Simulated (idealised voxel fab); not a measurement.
Title: Process Module voxel self aligned contacts
cross-section cut | 280 nm wide | cells 5 nm
Cross-section spec: square-cell grid; bands listed top down; each band is one or more rows. The entry gives the band's vertical extent as a top height and a bottom height in nm, then its horizontal make-up as materials from left to right, each with a width in nm. "air" stands for empty space; a single material marked "throughout" fills the band edge to edge. Below 0: as-received wafer, all one material; heights counted from there. Lowest band: no bottom, goes on down, written "z 0 and below". Think of "30..40" as a width that walks from the first number to the second as you go down the band, top row to bottom row, taking equal-sized steps from row to row. For the purposes of this document, the phrase "no modification" attached to a step denotes that no cell within the cross-section was modified by that step. The label "Enclosed void inventory" introduces a list of the empty spaces, 8 cells or larger, that have no open way up to the top; each entry in it reads width x height at distance, where the distance is taken from the left edge and all three are stated in nm. Whatever follows a step's settings on its line is a remark the simulator itself makes about that step. You can add "overlay nm" to a step's line. For a step with a mask, it describes how far the mask lay to the right of its planned position, and a negative number describes a lay to the left.
Steps in the process plan
1) RECEIVE [material Si]
2) CONFORMAL_DEP [material SiO2] [thk nm 5]
3) DIRECTIONAL_DEP [material polySi] [thk nm 25]
4) DIRECTIONAL_DEP [material SiN] [thk nm 20]
5) DIRECTIONAL_DEP [material aC] [thk nm 10]
6) PATTERN [tone cover] [mask id GATE] [material resist] [width nm 35] [pitch nm 70] [thk nm 25] [overlay nm 0]
7) DIRECTIONAL_ETCH [etch materials aC] [depth nm 10]
8) STRIP [etch materials resist]
9) DIRECTIONAL_ETCH [etch materials SiN] [depth nm 20]
10) DIRECTIONAL_ETCH [etch materials polySi] [depth nm 25]
11) STRIP [etch materials aC]
12) CONFORMAL_DEP [material SiN] [thk nm 5]
13) DIRECTIONAL_ETCH [etch materials SiN] [depth nm 5]
14) FILL_DEP [material SiO2] [thk nm 10]
15) CMP [height nm 55]
16) DIRECTIONAL_DEP [material aC] [thk nm 10]
17) PATTERN [tone open] [mask id CONTACT] [material resist] [width nm 55] [pitch nm 70] [thk nm 25] [overlay nm 0]
18) DIRECTIONAL_ETCH [etch materials aC] [depth nm 10]
19) STRIP [etch materials resist]
20) DIRECTIONAL_ETCH [etch materials SiO2] [depth nm 55]
21) STRIP [etch materials aC]
22) CONFORMAL_DEP [material TiN] [thk nm 5]
23) FILL_DEP [material Ru] [thk nm 10]
24) CMP [height nm 55]
25) CONFORMAL_DEP [material SiN] [thk nm 5]
Shown in cross-section is the wafer as received, that is, as it stands after step 1
- z 0 and below: Si throughout
- Enclosed void inventory: none
Run as planned - first of the two wafers cross-sectioned at the end of the module
- z 60 to 55: SiN throughout
- z 55 to 50: 75 SiO2; 20 TiN; 15 Ru; 20 TiN; 15 SiO2; 20 TiN; 15 Ru; 20 TiN; 80 SiO2
- z 50 to 30: 45 SiO2; 45 SiN; 5 TiN; 15 Ru; 5 TiN; 45 SiN; 5 TiN; 15 Ru; 5 TiN; 45 SiN; 50 SiO2
- z 30 to 5: 45 SiO2; 5 SiN; 35 polySi; 5 SiN; 5 TiN; 15 Ru; 5 TiN; 5 SiN; 35 polySi; 5 SiN; 5 TiN; 15 Ru; 5 TiN; 5 SiN; 35 polySi; 5 SiN; 50 SiO2
- z 5 to 0: 90 SiO2; 25 TiN; 45 SiO2; 25 TiN; 95 SiO2
- z 0 and below: Si throughout
- Enclosed void inventory: none
Wafer two (of two), end-of-module cross-section: start = wafer one, plan = wafer one, one run mistake
- z 60 to 55: SiN throughout
- z 55 to 35: 45 SiO2; 45 SiN; 5 TiN; 15 Ru; 5 TiN; 45 SiN; 5 TiN; 15 Ru; 5 TiN; 45 SiN; 50 SiO2
- z 35 to 15: 45 SiO2; 5 SiN; 35 polySi; 5 SiN; 5 TiN; 15 Ru; 5 TiN; 5 SiN; 35 polySi; 5 SiN; 5 TiN; 15 Ru; 5 TiN; 5 SiN; 35 polySi; 5 SiN; 50 SiO2
- z 15 to 10: 45 SiO2; 5 SiN; 35 polySi; 5 SiN; 25 TiN; 5 SiN; 35 polySi; 5 SiN; 25 TiN; 5 SiN; 35 polySi; 5 SiN; 50 SiO2
- z 10 to 5: polySi throughout
- z 5 to 0: SiO2 throughout
- z 0 and below: Si throughout
- Enclosed void inventory: none
Misprocessing identified: for step 3, the planned setting was not used; the step was instead run as DIRECTIONAL_DEP [material polySi] [thk nm 30]
Upon completion, the second wafer contains, in terms of cells, a greater or smaller amount of certain materials than the first wafer: Ru: 12 fewer | SiO2: 24 fewer | TiN: 20 fewer | polySi: 56 more
